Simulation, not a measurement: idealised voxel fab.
A process module follows: voxel capacitor over wiring.
Displayed cross-section: cut, width of 235 nm, square cells sized 5 nm.
Heads up, the way a cross-section reads in here is a grid of square cells, handed over as bands from the top down, with every band being one or more rows of cells. Each band's line starts with the height of the band's top and of its bottom, in nm. Then come its materials from left to right, each with its width in nm. One material with "throughout" fills the band from edge to edge. "empty" is empty space. We count height from 0. Below that, the starting wafer is all one material. The lowest band never ends at the bottom but goes on down; see "from 0 down" for how that is written. It should be noted that a width expressed as "30 to 40" varies in equal increments from row to row of cells within the band, taking the value of the first number at the top row and that of the second number at the bottom row. It should be understood that the words "remains unaltered", when stated for a given step, signify that the cross-section underwent no change in any of its cells during that step. "Enclosed voids" - sealed voids, min. 8 cells, no opening to top; format: width x height at distance (distance from left edge; nm throughout). Whatever follows a step's settings on its line is a remark the simulator itself makes about that step. overlay nm: how far to the right of its planned place the mask lay on this masked step (negative: to the left).
Process steps (planned):
step 1: RECEIVE, material Si
step 2: CONFORMAL_DEP, material SiO2, thk nm 15
step 3: DIRECTIONAL_DEP, material TiN, thk nm 5
step 4: DIRECTIONAL_DEP, material Ru, thk nm 20
step 5: DIRECTIONAL_DEP, material aC, thk nm 10
step 6: PATTERN, tone cover, mask id METAL_1, material resist, width nm 20, pitch nm 90, thk nm 30, overlay nm 0
step 7: DIRECTIONAL_ETCH, etch materials aC, depth nm 10
step 8: STRIP, etch materials resist
step 9: DIRECTIONAL_ETCH, etch materials Ru, depth nm 20
step 10: DIRECTIONAL_ETCH, etch materials TiN, depth nm 5
step 11: STRIP, etch materials aC
step 12: FILL_DEP, material SiO2, thk nm 10
step 13: CMP, height nm 40
step 14: CONFORMAL_DEP, material SiCN, thk nm 5
step 15: DIRECTIONAL_DEP, material lowk, thk nm 15
step 16: MASKED_ETCH, tone open, mask id PLUG_1, width nm 15, etch materials lowk, depth nm 15, overlay nm 0
step 17: MASKED_ETCH, tone open, mask id PLUG_1, width nm 15, etch materials SiCN, depth nm 5, overlay nm 0
step 18: CONFORMAL_DEP, material TiN, thk nm 5
step 19: FILL_DEP, material Ru, thk nm 10
step 20: CMP, height nm 60
step 21: DIRECTIONAL_DEP, material TiN, thk nm 10
step 22: DIRECTIONAL_DEP, material Al2O3, thk nm 5
step 23: DIRECTIONAL_DEP, material TiN, thk nm 5
step 24: PATTERN, tone cover, mask id UPPER_PLATE, material resist, width nm 75, thk nm 20, overlay nm 0
step 25: DIRECTIONAL_ETCH, etch materials TiN, depth nm 5
step 26: DIRECTIONAL_ETCH, etch materials Al2O3, depth nm 5
step 27: STRIP, etch materials resist
step 28: PATTERN, tone cover, mask id LOWER_PLATE, material resist, width nm 85, thk nm 15, overlay nm 0
step 29: DIRECTIONAL_ETCH, etch materials TiN, depth nm 10
step 30: STRIP, etch materials resist
step 31: FILL_DEP, material SiO2, thk nm 15
step 32: CMP, height nm 90
step 33: MASKED_ETCH, tone open, mask id PLUG_2, width nm 15, etch materials SiO2, depth nm 10, overlay nm 0
step 34: CONFORMAL_DEP, material TiN, thk nm 5
step 35: FILL_DEP, material Ru, thk nm 10
step 36: CMP, height nm 90
step 37: CONFORMAL_DEP, material SiN, thk nm 5
Delivered wafer in cross-section: state after step 1:
    from 0 down = Si throughout
    Enclosed voids: none
First wafer at the end, as planned:
    from 95 to 90 = SiN throughout
    from 90 to 85 = SiO2=75 | TiN=5 | Ru=5 | TiN=5 | SiO2=145
    from 85 to 75 = SiO2=75 to 65 | TiN=15 to 75 | SiO2=145 to 95
    from 75 to 70 = SiO2=65 | Al2O3=75 | SiO2=95
    from 70 to 60 = SiO2=60 | TiN=85 | SiO2=90
    from 60 to 45 = lowk=65 | TiN=5 | Ru=5 | TiN=5 | lowk=155
    from 45 to 40 = SiCN=65 | TiN=15 | SiCN=155
    from 40 to 20 = SiO2=60 | Ru=20 | SiO2=70 | Ru=20 | SiO2=65
    from 20 to 15 = SiO2=60 | TiN=20 | SiO2=70 | TiN=20 | SiO2=65
    from 15 to 0 = SiO2 throughout
    from 0 down = Si throughout
    Enclosed voids: none
End of module, second wafer, cross-section. Started like the first, planned like the first, run with one mistake:
    from 95 to 90 = SiN throughout
    from 90 to 85 = SiO2=75 | TiN=5 | Ru=5 | TiN=5 | SiO2=145
    from 85 to 75 = SiO2=75 to 65 | TiN=15 to 75 | SiO2=145 to 95
    from 75 to 70 = SiO2=65 | Al2O3=75 | SiO2=95
    from 70 to 60 = SiO2=60 | TiN=85 | SiO2=90
    from 60 to 45 = lowk=65 | TiN=5 | Ru=5 | TiN=5 | lowk=155
    from 45 to 40 = SiCN=65 | TiN=15 | SiCN=155
    from 40 to 35 = SiO2=60 | Ru=20 | SiO2=70 | Ru=20 | SiO2=65
    from 35 to 30 = SiO2=60 | TiN=20 | SiO2=70 | TiN=20 | SiO2=65
    from 30 to 0 = SiO2 throughout
    from 0 down = Si throughout
    Enclosed voids: none
Heads up, the wafer didn't run the way we planned it: step 2 in the plan was executed twice
Cell-count delta at end, second wafer over first, by material: 24 fewer of Ru; 24 more of SiO2
